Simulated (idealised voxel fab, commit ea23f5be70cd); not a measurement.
This section sets out a process module, namely voxel capacitor over wiring.
Cross-section cut spans 245 nm and uses square cells 5 nm in size.
Cross-section layout: square cells on a grid; listed as bands, top to bottom; a band spans one or more cell rows. Within each band entry, the heights of the top and of the bottom of the band appear first, in that order and in nm; the materials of the band then follow from left to right, each with its corresponding width in nm. The designation "throughout" on a single material indicates that it fills the band from edge to edge; the designation "empty" indicates empty space. Heights from 0 (as-received wafer is one material below). Bottom band endless downward, as "from 0 down". Width spec "30 to 40" -> top row of cells at first value, bottom row at second value, equal per-row change in between. What does "remains unaltered" mean for a step? It means no cell of the cross-section changed in that step. This entry, "Cavities, closed", enumerates those empty regions of no fewer than 8 cells that possess no open connection to the top. Each region is reported in the form width x height at distance, the distance being taken from the left edge, with all three quantities expressed in nm. Whatever follows a step's settings on its line is a remark the simulator itself makes about that step. overlay nm: for a step with a mask, the amount by which the mask lay right of where it was planned; a negative amount means left of it.

### The process steps that were planned are listed below
1: op RECEIVE | material Si
2: op CONFORMAL_DEP | material SiO2 | thk nm 10
3: op DIRECTIONAL_DEP | material TiN | thk nm 5
4: op DIRECTIONAL_DEP | material Ru | thk nm 15
5: op PATTERN | tone cover | mask id METAL_1 | material resist | width nm 20 | pitch nm 85 | thk nm 20 | overlay nm 0
6: op DIRECTIONAL_ETCH | etch materials Ru | depth nm 15
7: op DIRECTIONAL_ETCH | etch materials TiN | depth nm 5
8: op STRIP | etch materials resist
9: op CONFORMAL_DEP | material SiN | thk nm 5
10: op FILL_DEP | material SiO2 | thk nm 10
11: op CMP | height nm 30
12: op CONFORMAL_DEP | material SiCN | thk nm 5
13: op DIRECTIONAL_DEP | material SiO2 | thk nm 15
14: op DIRECTIONAL_DEP | material aC | thk nm 10
15: op PATTERN | tone open | mask id PLUG_1 | material resist | width nm 15 | thk nm 25 | overlay nm 0
16: op DIRECTIONAL_ETCH | etch materials aC | depth nm 10
17: op STRIP | etch materials resist
18: op DIRECTIONAL_ETCH | etch materials SiO2 | depth nm 15
19: op DIRECTIONAL_ETCH | etch materials SiCN | depth nm 5
20: op STRIP | etch materials aC
21: op EPI | material Ru | thk nm 10
22: op EPI | material Ru | thk nm 10
23: op DIRECTIONAL_DEP | material TiN | thk nm 10
24: op DIRECTIONAL_DEP | material SiN | thk nm 5
25: op DIRECTIONAL_DEP | material TiN | thk nm 10
26: op PATTERN | tone cover | mask id UPPER_PLATE | material resist | width nm 70 | thk nm 15 | overlay nm 0
27: op DIRECTIONAL_ETCH | etch materials TiN | depth nm 10
28: op DIRECTIONAL_ETCH | etch materials SiN | depth nm 5
29: op STRIP | etch materials resist
30: op PATTERN | tone cover | mask id LOWER_PLATE | material resist | width nm 80 | thk nm 15 | overlay nm 0
31: op DIRECTIONAL_ETCH | etch materials TiN | depth nm 10
32: op STRIP | etch materials resist
33: op FILL_DEP | material SiO2 | thk nm 20
34: op CMP | height nm 90
35: op PATTERN | tone open | mask id PLUG_2 | material resist | width nm 15 | thk nm 15 | overlay nm 0
36: op DIRECTIONAL_ETCH | etch materials SiO2 | depth nm 15
37: op STRIP | etch materials resist
38: op CONFORMAL_DEP | material TiN | thk nm 5
39: op FILL_DEP | material W | thk nm 10
40: op CMP | height nm 90
41: op CONFORMAL_DEP | material SiN | thk nm 5

### First wafer out of two, processed as planned

### Cross-section of the wafer at receipt, which is the condition after step 1
  from 0 down: Si throughout
  Cavities, closed: none

### after step 2
  from 10 to 0: SiO2 throughout
  Everything under 0 stays put, no change at all.

### after step 3
  from 15 to 10: TiN throughout
  Everything under 10 stays put, no change at all.

### after step 4
  from 30 to 15: Ru throughout
  Everything under 15 stays put, no change at all.

### after step 5
  from 50 to 30: empty (70), then resist (20), then empty (65), then resist (20), then empty (70)
  Everything under 30 stays put, no change at all.

### after step 6
  from 50 to 30: empty (70), then resist (20), then empty (65), then resist (20), then empty (70)
  from 30 to 15: empty (70), then Ru (20), then empty (65), then Ru (20), then empty (70)
  Everything under 15 stays put, no change at all.

### after step 7
  from 50 to 30: empty (70), then resist (20), then empty (65), then resist (20), then empty (70)
  from 30 to 15: empty (70), then Ru (20), then empty (65), then Ru (20), then empty (70)
  from 15 to 10: empty (70), then TiN (20), then empty (65), then TiN (20), then empty (70)
  Everything under 10 stays put, no change at all.

### after step 8
  from 30 to 15: empty (70), then Ru (20), then empty (65), then Ru (20), then empty (70)
  Everything under 15 stays put, no change at all.

### after step 9
  from 35 to 30: empty (65), then SiN (30), then empty (55), then SiN (30), then empty (65)
  from 30 to 15: empty (65), then SiN (5), then Ru (20), then SiN (5), then empty (55), then SiN (5), then Ru (20), then SiN (5), then empty (65)
  from 15 to 10: SiN (70), then TiN (20), then SiN (65), then TiN (20), then SiN (70)
  Everything under 10 stays put, no change at all.

### after step 10
  from 45 to 35: SiO2 throughout
  from 35 to 30: SiO2 (65), then SiN (30), then SiO2 (55), then SiN (30), then SiO2 (65)
  from 30 to 15: SiO2 (65), then SiN (5), then Ru (20), then SiN (5), then SiO2 (55), then SiN (5), then Ru (20), then SiN (5), then SiO2 (65)
  Everything under 15 stays put, no change at all.

### after step 11
  from 30 to 15: SiO2 (65), then SiN (5), then Ru (20), then SiN (5), then SiO2 (55), then SiN (5), then Ru (20), then SiN (5), then SiO2 (65)
  Everything under 15 stays put, no change at all.

### after step 12
  from 35 to 30: SiCN throughout
  Everything under 30 stays put, no change at all.

### after step 13
  from 50 to 35: SiO2 throughout
  Everything under 35 stays put, no change at all.

### after step 14
  from 60 to 50: aC throughout
  Everything under 50 stays put, no change at all.

### after step 15
  from 85 to 60: resist (75), then empty (15), then resist (155)
  Everything under 60 stays put, no change at all.

### after step 16
  from 75 to 60: resist (75), then empty (15), then resist (155)
  from 60 to 50: aC (75), then empty (15), then aC (155)
  Everything under 50 stays put, no change at all.

### after step 17
  from 60 to 50: aC (75), then empty (15), then aC (155)
  Everything under 50 stays put, no change at all.

### after step 18
  from 60 to 50: aC (75), then empty (15), then aC (155)
  from 50 to 35: SiO2 (75), then empty (15), then SiO2 (155)
  Everything under 35 stays put, no change at all.

### after step 19
  from 60 to 50: aC (75), then empty (15), then aC (155)
  from 50 to 35: SiO2 (75), then empty (15), then SiO2 (155)
  from 35 to 30: SiCN (75), then empty (15), then SiCN (155)
  Everything under 30 stays put, no change at all.

### after step 20
  from 50 to 35: SiO2 (75), then empty (15), then SiO2 (155)
  Everything under 35 stays put, no change at all.

### after step 21
  from 50 to 40: SiO2 (75), then empty (15), then SiO2 (155)
  from 40 to 35: SiO2 (75), then Ru (15), then SiO2 (155)
  from 35 to 30: SiCN (75), then Ru (15), then SiCN (155)
  Everything under 30 stays put, no change at all.

### after step 22
  from 50 to 35: SiO2 (75), then Ru (15), then SiO2 (155)
  Everything under 35 stays put, no change at all.

### after step 23
  from 60 to 50: TiN throughout
  Everything under 50 stays put, no change at all.

### after step 24
  from 65 to 60: SiN throughout
  Everything under 60 stays put, no change at all.

### after step 25
  from 75 to 65: TiN throughout
  Everything under 65 stays put, no change at all.

### after step 26
  from 90 to 75: empty (75), then resist (70), then empty (100)
  Everything under 75 stays put, no change at all.

### after step 27
  from 90 to 75: empty (75), then resist (70), then empty (100)
  from 75 to 65: empty (75), then TiN (70), then empty (100)
  Everything under 65 stays put, no change at all.

### after step 28
  from 90 to 75: empty (75), then resist (70), then empty (100)
  from 75 to 65: empty (75), then TiN (70), then empty (100)
  from 65 to 60: empty (75), then SiN (70), then empty (100)
  Everything under 60 stays put, no change at all.

### after step 29
  from 75 to 65: empty (75), then TiN (70), then empty (100)
  Everything under 65 stays put, no change at all.

### after step 30
  from 90 to 75: empty (70), then resist (80), then empty (95)
  from 75 to 65: empty (70), then resist (5), then TiN (70), then resist (5), then empty (95)
  from 65 to 60: empty (70), then resist (5), then SiN (70), then resist (5), then empty (95)
  Everything under 60 stays put, no change at all.

### after step 31
  from 90 to 75: empty (70), then resist (80), then empty (95)
  from 75 to 65: empty (70), then resist (5), then TiN (70), then resist (5), then empty (95)
  from 65 to 60: empty (70), then resist (5), then SiN (70), then resist (5), then empty (95)
  from 60 to 50: empty (70), then TiN (80), then empty (95)
  Everything under 50 stays put, no change at all.

### after step 32
  from 75 to 65: empty (75), then TiN (70), then empty (100)
  from 65 to 60: empty (75), then SiN (70), then empty (100)
  Everything under 60 stays put, no change at all.

### after step 33
  from 95 to 75: SiO2 throughout
  from 75 to 65: SiO2 (75), then TiN (70), then SiO2 (100)
  from 65 to 60: SiO2 (75), then SiN (70), then SiO2 (100)
  from 60 to 50: SiO2 (70), then TiN (80), then SiO2 (95)
  Everything under 50 stays put, no change at all.

### after step 34
  from 90 to 75: SiO2 throughout
  Everything under 75 stays put, no change at all.

### after step 35
  from 105 to 90: resist (85), then empty (15), then resist (145)
  Everything under 90 stays put, no change at all.

### after step 36
  from 105 to 90: resist (85), then empty (15), then resist (145)
  from 90 to 75: SiO2 (85), then empty (15), then SiO2 (145)
  Everything under 75 stays put, no change at all.

### after step 37
  from 90 to 75: SiO2 (85), then empty (15), then SiO2 (145)
  Everything under 75 stays put, no change at all.

### after step 38
  from 95 to 90: TiN (90), then empty (5), then TiN (150)
  from 90 to 80: SiO2 (85), then TiN (5), then empty (5), then TiN (5), then SiO2 (145)
  from 80 to 75: SiO2 (85), then TiN (15), then SiO2 (145)
  Everything under 75 stays put, no change at all.

### after step 39
  from 105 to 95: W throughout
  from 95 to 90: TiN (90), then W (5), then TiN (150)
  from 90 to 80: SiO2 (85), then TiN (5), then W (5), then TiN (5), then SiO2 (145)
  Everything under 80 stays put, no change at all.

### after step 40
  from 90 to 80: SiO2 (85), then TiN (5), then W (5), then TiN (5), then SiO2 (145)
  Everything under 80 stays put, no change at all.

### after step 41
  from 95 to 90: SiN throughout
  Everything under 90 stays put, no change at all.

### Wafer two of the pair: same origin, same plan, one error during the run; identical to wafer one up to and including step 14

### Cross-section of the second wafer at the time step 15 of the plan should have ended
  from 85 to 60: resist (80), then empty (15), then resist (150)
  Everything under 60 stays put, no change at all.

### Cross-section of the second wafer at the time step 16 of the plan should have ended
  from 75 to 60: resist (80), then empty (15), then resist (150)
  from 60 to 50: aC (80), then empty (15), then aC (150)
  Everything under 50 stays put, no change at all.

### Cross-section of the second wafer at the time step 17 of the plan should have ended
  from 60 to 50: aC (80), then empty (15), then aC (150)
  Everything under 50 stays put, no change at all.

### Cross-section of the second wafer at the time step 18 of the plan should have ended
  from 60 to 50: aC (80), then empty (15), then aC (150)
  from 50 to 35: SiO2 (80), then empty (15), then SiO2 (150)
  Everything under 35 stays put, no change at all.

### Cross-section of the second wafer at the time step 19 of the plan should have ended
  from 60 to 50: aC (80), then empty (15), then aC (150)
  from 50 to 35: SiO2 (80), then empty (15), then SiO2 (150)
  from 35 to 30: SiCN (80), then empty (15), then SiCN (150)
  Everything under 30 stays put, no change at all.

### Cross-section of the second wafer at the time step 20 of the plan should have ended
  from 50 to 35: SiO2 (80), then empty (15), then SiO2 (150)
  Everything under 35 stays put, no change at all.

### Cross-section of the second wafer at the time step 21 of the plan should have ended
  from 50 to 40: SiO2 (80), then empty (15), then SiO2 (150)
  from 40 to 35: SiO2 (80), then Ru (15), then SiO2 (150)
  from 35 to 30: SiCN (80), then Ru (15), then SiCN (150)
  Everything under 30 stays put, no change at all.

### Cross-section of the second wafer at the time step 22 of the plan should have ended
  from 50 to 35: SiO2 (80), then Ru (15), then SiO2 (150)
  Everything under 35 stays put, no change at all.

### Cross-section of the second wafer at the time step 23 of the plan should have ended
  from 60 to 50: TiN throughout
  Everything under 50 stays put, no change at all.

### Cross-section of the second wafer at the time step 24 of the plan should have ended
  from 65 to 60: SiN throughout
  Everything under 60 stays put, no change at all.

### Cross-section of the second wafer at the time step 25 of the plan should have ended
  from 75 to 65: TiN throughout
  Everything under 65 stays put, no change at all.

### Cross-section of the second wafer at the time step 26 of the plan should have ended
  from 90 to 75: empty (75), then resist (70), then empty (100)
  Everything under 75 stays put, no change at all.

### Cross-section of the second wafer at the time step 27 of the plan should have ended
  from 90 to 75: empty (75), then resist (70), then empty (100)
  from 75 to 65: empty (75), then TiN (70), then empty (100)
  Everything under 65 stays put, no change at all.

### Cross-section of the second wafer at the time step 28 of the plan should have ended
  from 90 to 75: empty (75), then resist (70), then empty (100)
  from 75 to 65: empty (75), then TiN (70), then empty (100)
  from 65 to 60: empty (75), then SiN (70), then empty (100)
  Everything under 60 stays put, no change at all.

### Cross-section of the second wafer at the time step 29 of the plan should have ended
  from 75 to 65: empty (75), then TiN (70), then empty (100)
  Everything under 65 stays put, no change at all.

### Cross-section of the second wafer at the time step 30 of the plan should have ended
  from 90 to 75: empty (70), then resist (80), then empty (95)
  from 75 to 65: empty (70), then resist (5), then TiN (70), then resist (5), then empty (95)
  from 65 to 60: empty (70), then resist (5), then SiN (70), then resist (5), then empty (95)
  Everything under 60 stays put, no change at all.

### Cross-section of the second wafer at the time step 31 of the plan should have ended
  from 90 to 75: empty (70), then resist (80), then empty (95)
  from 75 to 65: empty (70), then resist (5), then TiN (70), then resist (5), then empty (95)
  from 65 to 60: empty (70), then resist (5), then SiN (70), then resist (5), then empty (95)
  from 60 to 50: empty (70), then TiN (80), then empty (95)
  Everything under 50 stays put, no change at all.

### Cross-section of the second wafer at the time step 32 of the plan should have ended
  from 75 to 65: empty (75), then TiN (70), then empty (100)
  from 65 to 60: empty (75), then SiN (70), then empty (100)
  Everything under 60 stays put, no change at all.

### Cross-section of the second wafer at the time step 33 of the plan should have ended
  from 95 to 75: SiO2 throughout
  from 75 to 65: SiO2 (75), then TiN (70), then SiO2 (100)
  from 65 to 60: SiO2 (75), then SiN (70), then SiO2 (100)
  from 60 to 50: SiO2 (70), then TiN (80), then SiO2 (95)
  Everything under 50 stays put, no change at all.

### Cross-section of the second wafer at the time step 34 of the plan should have ended
  from 90 to 75: SiO2 throughout
  Everything under 75 stays put, no change at all.

### Cross-section of the second wafer at the time step 35 of the plan should have ended
  from 105 to 90: resist (85), then empty (15), then resist (145)
  Everything under 90 stays put, no change at all.

### Cross-section of the second wafer at the time step 36 of the plan should have ended
  from 105 to 90: resist (85), then empty (15), then resist (145)
  from 90 to 75: SiO2 (85), then empty (15), then SiO2 (145)
  Everything under 75 stays put, no change at all.

### Cross-section of the second wafer at the time step 37 of the plan should have ended
  from 90 to 75: SiO2 (85), then empty (15), then SiO2 (145)
  Everything under 75 stays put, no change at all.

### Cross-section of the second wafer at the time step 38 of the plan should have ended
  from 95 to 90: TiN (90), then empty (5), then TiN (150)
  from 90 to 80: SiO2 (85), then TiN (5), then empty (5), then TiN (5), then SiO2 (145)
  from 80 to 75: SiO2 (85), then TiN (15), then SiO2 (145)
  Everything under 75 stays put, no change at all.

### Cross-section of the second wafer at the time step 39 of the plan should have ended
  from 105 to 95: W throughout
  from 95 to 90: TiN (90), then W (5), then TiN (150)
  from 90 to 80: SiO2 (85), then TiN (5), then W (5), then TiN (5), then SiO2 (145)
  Everything under 80 stays put, no change at all.

### Cross-section of the second wafer at the time step 40 of the plan should have ended
  from 90 to 80: SiO2 (85), then TiN (5), then W (5), then TiN (5), then SiO2 (145)
  Everything under 80 stays put, no change at all.

### Cross-section of the second wafer at the time step 41 of the plan should have ended
  from 95 to 90: SiN throughout
  Everything under 90 stays put, no change at all.
Short version of what went wrong: step 15, actual vs plan mismatch, actual run op PATTERN | tone open | mask id PLUG_1 | material resist | width nm 15 | thk nm 25 | overlay nm 5
Both wafers, final: cells per material equal; arrangement not.
